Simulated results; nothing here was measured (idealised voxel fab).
Presented below is a process module, voxel wiring stack.
Square cells of 5 nm make up the cross-section cut, whose width is 250 nm.
If you're reading a cross-section in this doc, picture square cells in a grid; it comes to you as bands, top ones listed first down to the bottom, and a band can be one or more rows of cells. For a band, the entry starts with two heights in nm, that of the top and then that of the bottom, and carries on with the band's materials in order from left to right, each alongside its width in nm; the word "throughout" beside a single material means it fills the band edge to edge, and "air" means empty space. Where do heights start? At 0: under that level the wafer as delivered is made of one material only. And the lowest band has no floor; it just carries on downward, as in "0 -> down". The notation "30 to 40" denotes a width that varies across the rows of cells in the band, beginning at the first number in the top row, finishing at the second number in the bottom row, and changing by an identical amount from each row to the next. Key: "nothing got changed" - step with no changed cell in the cross-section. Closed-off voids of 8+ cells (no open route to the top) go in "Trapped void list", written width x height at distance from the left edge, in nm. Anything after a step's settings on that line? It's the simulator's own note about the step. What "overlay nm" on a step's line means: if the step has a mask, that mask lay this far to the right of its planned place, or, when the value is negative, to the left.

THIS SECTION LISTS THE PROCESS STEPS THAT WERE PLANNED
step 1: RECEIVE [material Si]
step 2: CONFORMAL_DEP [material SiO2] [thk nm 10]
step 3: CONFORMAL_DEP [material SiCN] [thk nm 5]
step 4: DIRECTIONAL_DEP [material SiO2] [thk nm 15]
step 5: DIRECTIONAL_DEP [material aC] [thk nm 10]
step 6: PATTERN [tone open] [mask id METAL_1] [material resist] [width nm 20] [pitch nm 35] [thk nm 25] [overlay nm 0]
step 7: DIRECTIONAL_ETCH [etch materials aC] [depth nm 10]
step 8: STRIP [etch materials resist]
step 9: DIRECTIONAL_ETCH [etch materials SiO2] [depth nm 15]
step 10: DIRECTIONAL_ETCH [etch materials SiCN] [depth nm 5]
step 11: STRIP [etch materials aC]
step 12: CONFORMAL_DEP [material TiN] [thk nm 5]
step 13: FILL_DEP [material Cu] [thk nm 10]
step 14: CMP [height nm 30]
step 15: EPI [material Ru] [thk nm 5]
step 16: FILL_DEP [material SiCN] [thk nm 5]
step 17: DIRECTIONAL_DEP [material SiO2] [thk nm 15]
step 18: DIRECTIONAL_DEP [material aC] [thk nm 10]
step 19: PATTERN [tone open] [mask id PLUG_1] [material resist] [width nm 15] [pitch nm 70] [thk nm 25] [overlay nm 0]
step 20: DIRECTIONAL_ETCH [etch materials aC] [depth nm 10]
step 21: STRIP [etch materials resist]
step 22: DIRECTIONAL_ETCH [etch materials SiO2] [depth nm 15]
step 23: DIRECTIONAL_ETCH [etch materials SiCN] [depth nm 5]
step 24: STRIP [etch materials aC]
step 25: CONFORMAL_DEP [material TiN] [thk nm 5]
step 26: FILL_DEP [material W] [thk nm 5]
step 27: CMP [height nm 55]
step 28: DIRECTIONAL_DEP [material TiN] [thk nm 5]
step 29: DIRECTIONAL_DEP [material W] [thk nm 25]
step 30: MASKED_ETCH [tone cover] [mask id METAL_2] [width nm 20] [pitch nm 35] [etch materials W] [depth nm 25] [overlay nm 0]
step 31: MASKED_ETCH [tone cover] [mask id METAL_2] [width nm 20] [pitch nm 35] [etch materials TiN] [depth nm 5] [overlay nm 0]
step 32: CONFORMAL_DEP [material SiN] [thk nm 5]
step 33: FILL_DEP [material SiO2] [thk nm 5]
step 34: CMP [height nm 85]
step 35: CONFORMAL_DEP [material SiCN] [thk nm 5]
step 36: DIRECTIONAL_DEP [material lowk] [thk nm 25]
step 37: DIRECTIONAL_DEP [material aC] [thk nm 10]
step 38: PATTERN [tone open] [mask id METAL_3] [material resist] [width nm 20] [pitch nm 35] [thk nm 25] [overlay nm 0]
step 39: DIRECTIONAL_ETCH [etch materials aC] [depth nm 10]
step 40: STRIP [etch materials resist]
step 41: DIRECTIONAL_ETCH [etch materials lowk] [depth nm 15]
step 42: STRIP [etch materials aC]
step 43: PATTERN [tone open] [mask id METAL_3_HOLES] [material resist] [width nm 15] [pitch nm 35] [thk nm 20] [overlay nm 0]
step 44: DIRECTIONAL_ETCH [etch materials lowk] [depth nm 10]
step 45: DIRECTIONAL_ETCH [etch materials SiCN] [depth nm 5]
step 46: STRIP [etch materials resist]
step 47: CONFORMAL_DEP [material TiN] [thk nm 5]
step 48: FILL_DEP [material Cu] [thk nm 10]
step 49: CMP [height nm 115]
step 50: CONFORMAL_DEP [material SiN] [thk nm 5]

CROSS-SECTIONAL VIEW OF THE WAFER IN ITS AS-RECEIVED CONDITION, CORRESPONDING TO THE STATE AFTER STEP 1
	0 -> down | Si throughout
	Trapped void list: none

END STATE OF THE MODULE IN CROSS-SECTION, GIVEN THE ABOVE STARTING POINT AND PLAN AND ONE MISTAKE IN EXECUTION
	120 -> 115 | SiN throughout
	115 -> 110 | Cu throughout
	110 -> 105 | 85 of TiN, 10 of Cu, 25 of TiN, 10 of Cu, 25 of TiN, 10 of Cu, 85 of TiN
	105 -> 100 | 80 of lowk, 20 of TiN, 15 of lowk, 20 of TiN, 15 of lowk, 20 of TiN, 80 of lowk
	100 -> 90 | 95 of lowk, 5 of TiN, 30 of lowk, 5 of TiN, 30 of lowk, 5 of TiN, 80 of lowk
	90 -> 85 | 95 of SiCN, 5 of TiN, 30 of SiCN, 5 of TiN, 30 of SiCN, 5 of TiN, 80 of SiCN
	85 -> 60 | 75 of SiO2, 5 of SiN, 20 of W, 5 of SiN, 5 of SiO2, 5 of SiN, 20 of W, 5 of SiN, 5 of SiO2, 5 of SiN, 20 of W, 5 of SiN, 75 of SiO2
	60 -> 55 | 80 of SiN, 20 of TiN, 15 of SiN, 20 of TiN, 15 of SiN, 20 of TiN, 80 of SiN
	55 -> 40 | 80 of SiO2, 5 of TiN, 5 of W, 5 of TiN, 55 of SiO2, 5 of TiN, 5 of W, 5 of TiN, 85 of SiO2
	40 -> 35 | 80 of SiCN, 15 of TiN, 55 of SiCN, 15 of TiN, 85 of SiCN
	35 -> 30 | 75 of SiCN, 30 of Ru, 5 of SiCN, 30 of Ru, 5 of SiCN, 30 of Ru, 75 of SiCN
	30 -> 15 | 80 of SiO2, 5 of TiN, 10 of Cu, 5 of TiN, 15 of SiO2, 5 of TiN, 10 of Cu, 5 of TiN, 15 of SiO2, 5 of TiN, 10 of Cu, 5 of TiN, 80 of SiO2
	15 -> 10 | 80 of SiCN, 20 of TiN, 15 of SiCN, 20 of TiN, 15 of SiCN, 20 of TiN, 80 of SiCN
	10 -> 0 | SiO2 throughout
	0 -> down | Si throughout
	Trapped void list: none
It is concluded that the wafer was processed incorrectly with respect to the plan, in that step 43 changed vs plan, executed as PATTERN [tone cover] [mask id METAL_3_HOLES] [material resist] [width nm 15] [pitch nm 35] [thk nm 20] [overlay nm 0]
